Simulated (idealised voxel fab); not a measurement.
Process module name: voxel wiring stack
This is section cut - it's 220 nm across, gridded in 5 nm square cells.
Cross-section format: a grid of square cells, given as bands from top to bottom; each band is one or more rows of cells.
In this notation a band is specified by the heights of its top and bottom, in that order and in nm, after which its materials appear from left to right, each paired with its width in nm. The word "edge to edge" attached to a single material means that material fills the band from edge to edge; the word "blank" stands for empty space.
The level at which height equals 0 is the one under which the wafer, as it arrives, is entirely one material. No lower edge exists for the bottom band, which continues downward and is notated as in "0 down".
A two-number width, for instance "30 to 40", indicates that the width is equal to the first number in the top row of the band and to the second number in the bottom row, and that it changes by a constant amount per row of cells.
Step note "changes: none" = no cross-section cell changed.
What "Closed internal cavities" gives you is every empty space of 8 cells or more that is cut off from the top. Each appears as width x height at distance, with the distance taken from the left edge and width, height and distance all in nm.
Text after the settings on a step's line: the simulator's own remark on that step.
Among the settings permitted on a step's line is "overlay nm"; applied to a step with a mask, it specifies the extent to which the mask lay to the right of its planned position, whereas a negative figure signifies a position to the left.

Process steps foreseen in the plan:
| 1 | RECEIVE,material Si |
| 2 | CONFORMAL_DEP,material SiO2,thk nm 15 |
| 3 | CONFORMAL_DEP,material SiN,thk nm 5 |
| 4 | DIRECTIONAL_DEP,material SiO2,thk nm 25 |
| 5 | MASKED_ETCH,tone open,mask id METAL_1,width nm 25,pitch nm 45,etch materials SiO2,depth nm 25,overlay nm 0 |
| 6 | MASKED_ETCH,tone open,mask id METAL_1,width nm 15,pitch nm 45,etch materials SiN,depth nm 5,overlay nm 0 |
| 7 | CONFORMAL_DEP,material TiN,thk nm 5 |
| 8 | FILL_DEP,material Cu,thk nm 10 |
| 9 | CMP,height nm 45 |
| 10 | CONFORMAL_DEP,material SiCN,thk nm 5 |
| 11 | DIRECTIONAL_DEP,material SiO2,thk nm 15 |
| 12 | MASKED_ETCH,tone open,mask id PLUG_1,width nm 15,pitch nm 45,etch materials SiO2,depth nm 15,overlay nm 0 |
| 13 | MASKED_ETCH,tone open,mask id PLUG_1,width nm 15,pitch nm 45,etch materials SiCN,depth nm 5,overlay nm 0 |
| 14 | EPI,material Ru,thk nm 10 |
| 15 | EPI,material Ru,thk nm 10 |
| 16 | CONFORMAL_DEP,material SiN,thk nm 5 |
| 17 | DIRECTIONAL_DEP,material lowk,thk nm 20 |
| 18 | PATTERN,tone open,mask id METAL_2,material resist,width nm 25,pitch nm 45,thk nm 20,overlay nm 0 |
| 19 | DIRECTIONAL_ETCH,etch materials lowk,depth nm 20 |
| 20 | DIRECTIONAL_ETCH,etch materials SiN,depth nm 5 |
| 21 | STRIP,etch materials resist |
| 22 | CONFORMAL_DEP,material TiN,thk nm 5 |
| 23 | FILL_DEP,material Cu,thk nm 10 |
| 24 | CMP,height nm 90 |
| 25 | CONFORMAL_DEP,material SiCN,thk nm 5 |
| 26 | DIRECTIONAL_DEP,material SiO2,thk nm 30 |
| 27 | MASKED_ETCH,tone open,mask id METAL_3_HOLES,width nm 15,pitch nm 45,etch materials SiO2,depth nm 30,overlay nm 0 |
| 28 | MASKED_ETCH,tone open,mask id METAL_3,width nm 25,pitch nm 45,etch materials SiO2,depth nm 20,overlay nm 0 |
| 29 | MASKED_ETCH,tone open,mask id METAL_3,width nm 25,pitch nm 45,etch materials SiCN,depth nm 5,overlay nm 0 |
| 30 | CONFORMAL_DEP,material TiN,thk nm 5 |
| 31 | FILL_DEP,material Cu,thk nm 10 |
| 32 | CMP,height nm 125 |
| 33 | CONFORMAL_DEP,material SiCN,thk nm 5 |
| 34 | DIRECTIONAL_DEP,material lowk,thk nm 25 |
| 35 | MASKED_ETCH,tone open,mask id METAL_4_HOLES,width nm 15,pitch nm 90,etch materials lowk,depth nm 25,overlay nm 0 |
| 36 | PATTERN,tone open,mask id METAL_4,material resist,width nm 25,pitch nm 45,thk nm 20,overlay nm 0 |
| 37 | DIRECTIONAL_ETCH,etch materials lowk,depth nm 15 |
| 38 | DIRECTIONAL_ETCH,etch materials SiCN,depth nm 5 |
| 39 | STRIP,etch materials resist |
| 40 | CONFORMAL_DEP,material TiN,thk nm 5 |
| 41 | FILL_DEP,material Cu,thk nm 10 |
| 42 | CMP,height nm 155 |
| 43 | CONFORMAL_DEP,material SiCN,thk nm 5 |
Across this set of wafers, the varied parameter is the width nm of step 6. Starting conditions are identical for every wafer, and the plan reports the value assigned to the first wafer.

Cross-section of the first incoming wafer of several, state after step 1:
- 0 down: Si edge to edge
- Closed internal cavities: none

Here is the cross-section of the first of several wafers at the end of the module, after its last step, step 43:
- 160 to 155: SiCN edge to edge
- 155 to 145: 50 of lowk / 5 of TiN / 15 of Cu / 5 of TiN / 20 of lowk / 5 of TiN / 15 of Cu / 5 of TiN / 20 of lowk / 5 of TiN / 15 of Cu / 5 of TiN / 55 of lowk
- 145 to 140: 50 of lowk / 5 of TiN / 5 of Cu / 15 of TiN / 20 of lowk / 25 of TiN / 20 of lowk / 5 of TiN / 5 of Cu / 15 of TiN / 55 of lowk
- 140 to 130: 50 of lowk / 5 of TiN / 5 of Cu / 5 of TiN / 75 of lowk / 5 of TiN / 5 of Cu / 5 of TiN / 65 of lowk
- 130 to 125: 50 of SiCN / 15 of TiN / 75 of SiCN / 15 of TiN / 65 of SiCN
- 125 to 110: 50 of SiO2 / 5 of TiN / 15 of Cu / 5 of TiN / 20 of SiO2 / 5 of TiN / 15 of Cu / 5 of TiN / 20 of SiO2 / 5 of TiN / 15 of Cu / 5 of TiN / 55 of SiO2
- 110 to 105: 50 of SiO2 / 5 of TiN / 5 of Cu / 15 of TiN / 20 of SiO2 / 5 of TiN / 5 of Cu / 15 of TiN / 20 of SiO2 / 5 of TiN / 5 of Cu / 15 of TiN / 55 of SiO2
- 105 to 95: 50 of SiO2 / 5 of TiN / 5 of Cu / 5 of TiN / 30 of SiO2 / 5 of TiN / 5 of Cu / 5 of TiN / 30 of SiO2 / 5 of TiN / 5 of Cu / 5 of TiN / 65 of SiO2
- 95 to 90: 50 of SiCN / 15 of TiN / 30 of SiCN / 15 of TiN / 30 of SiCN / 15 of TiN / 65 of SiCN
- 90 to 70: 50 of lowk / 5 of TiN / 15 of Cu / 5 of TiN / 20 of lowk / 5 of TiN / 15 of Cu / 5 of TiN / 20 of lowk / 5 of TiN / 15 of Cu / 5 of TiN / 55 of lowk
- 70 to 65: 50 of SiN / 25 of TiN / 20 of SiN / 25 of TiN / 20 of SiN / 25 of TiN / 55 of SiN
- 65 to 50: 50 of SiO2 / 15 of Ru / 30 of SiO2 / 15 of Ru / 30 of SiO2 / 15 of Ru / 65 of SiO2
- 50 to 45: 50 of SiCN / 15 of Ru / 30 of SiCN / 15 of Ru / 30 of SiCN / 15 of Ru / 65 of SiCN
- 45 to 25: 50 of SiO2 / 5 of TiN / 15 of Cu / 5 of TiN / 20 of SiO2 / 5 of TiN / 15 of Cu / 5 of TiN / 20 of SiO2 / 5 of TiN / 15 of Cu / 5 of TiN / 55 of SiO2
- 25 to 20: 50 of SiO2 / 10 of TiN / 5 of Cu / 10 of TiN / 20 of SiO2 / 10 of TiN / 5 of Cu / 10 of TiN / 20 of SiO2 / 10 of TiN / 5 of Cu / 10 of TiN / 55 of SiO2
- 20 to 15: 55 of SiN / 15 of TiN / 30 of SiN / 15 of TiN / 30 of SiN / 15 of TiN / 60 of SiN
- 15 to 0: SiO2 edge to edge
- 0 down: Si edge to edge
- Closed internal cavities: none

Cross-section, last wafer, module completion:
- 160 to 155: SiCN edge to edge
- 155 to 145: 50 of lowk / 5 of TiN / 15 of Cu / 5 of TiN / 20 of lowk / 5 of TiN / 15 of Cu / 5 of TiN / 20 of lowk / 5 of TiN / 15 of Cu / 5 of TiN / 55 of lowk
- 145 to 140: 50 of lowk / 5 of TiN / 5 of Cu / 15 of TiN / 20 of lowk / 25 of TiN / 20 of lowk / 5 of TiN / 5 of Cu / 15 of TiN / 55 of lowk
- 140 to 130: 50 of lowk / 5 of TiN / 5 of Cu / 5 of TiN / 75 of lowk / 5 of TiN / 5 of Cu / 5 of TiN / 65 of lowk
- 130 to 125: 50 of SiCN / 15 of TiN / 75 of SiCN / 15 of TiN / 65 of SiCN
- 125 to 110: 50 of SiO2 / 5 of TiN / 15 of Cu / 5 of TiN / 20 of SiO2 / 5 of TiN / 15 of Cu / 5 of TiN / 20 of SiO2 / 5 of TiN / 15 of Cu / 5 of TiN / 55 of SiO2
- 110 to 105: 50 of SiO2 / 5 of TiN / 5 of Cu / 15 of TiN / 20 of SiO2 / 5 of TiN / 5 of Cu / 15 of TiN / 20 of SiO2 / 5 of TiN / 5 of Cu / 15 of TiN / 55 of SiO2
- 105 to 95: 50 of SiO2 / 5 of TiN / 5 of Cu / 5 of TiN / 30 of SiO2 / 5 of TiN / 5 of Cu / 5 of TiN / 30 of SiO2 / 5 of TiN / 5 of Cu / 5 of TiN / 65 of SiO2
- 95 to 90: 50 of SiCN / 15 of TiN / 30 of SiCN / 15 of TiN / 30 of SiCN / 15 of TiN / 65 of SiCN
- 90 to 70: 50 of lowk / 5 of TiN / 15 of Cu / 5 of TiN / 20 of lowk / 5 of TiN / 15 of Cu / 5 of TiN / 20 of lowk / 5 of TiN / 15 of Cu / 5 of TiN / 55 of lowk
- 70 to 65: 50 of SiN / 25 of TiN / 20 of SiN / 25 of TiN / 20 of SiN / 25 of TiN / 55 of SiN
- 65 to 50: 50 of SiO2 / 15 of Ru / 30 of SiO2 / 15 of Ru / 30 of SiO2 / 15 of Ru / 65 of SiO2
- 50 to 45: 50 of SiCN / 15 of Ru / 30 of SiCN / 15 of Ru / 30 of SiCN / 15 of Ru / 65 of SiCN
- 45 to 20: 50 of SiO2 / 5 of TiN / 15 of Cu / 5 of TiN / 20 of SiO2 / 5 of TiN / 15 of Cu / 5 of TiN / 20 of SiO2 / 5 of TiN / 15 of Cu / 5 of TiN / 55 of SiO2
- 20 to 15: 50 of SiN / 25 of TiN / 20 of SiN / 25 of TiN / 20 of SiN / 25 of TiN / 55 of SiN
- 15 to 0: SiO2 edge to edge
- 0 down: Si edge to edge
- Closed internal cavities: none

Where each wafer stands at the end of the module, a row apiece: cells of each material gained (+) or lost (-) since it was received, then closed voids:
width nm 15; +135 Cu; +36 Ru; +152 SiCN; +64 SiN; +568 SiO2; +174 TiN; +279 lowk; Closed internal cavities: none
width nm 20; +138 Cu; +36 Ru; +152 SiCN; +61 SiN; +568 SiO2; +174 TiN; +279 lowk; Closed internal cavities: none
width nm 25; +141 Cu; +36 Ru; +152 SiCN; +58 SiN; +568 SiO2; +174 TiN; +279 lowk; Closed internal cavities: none
width nm 30; +141 Cu; +36 Ru; +152 SiCN; +58 SiN; +568 SiO2; +174 TiN; +279 lowk; Closed internal cavities: none
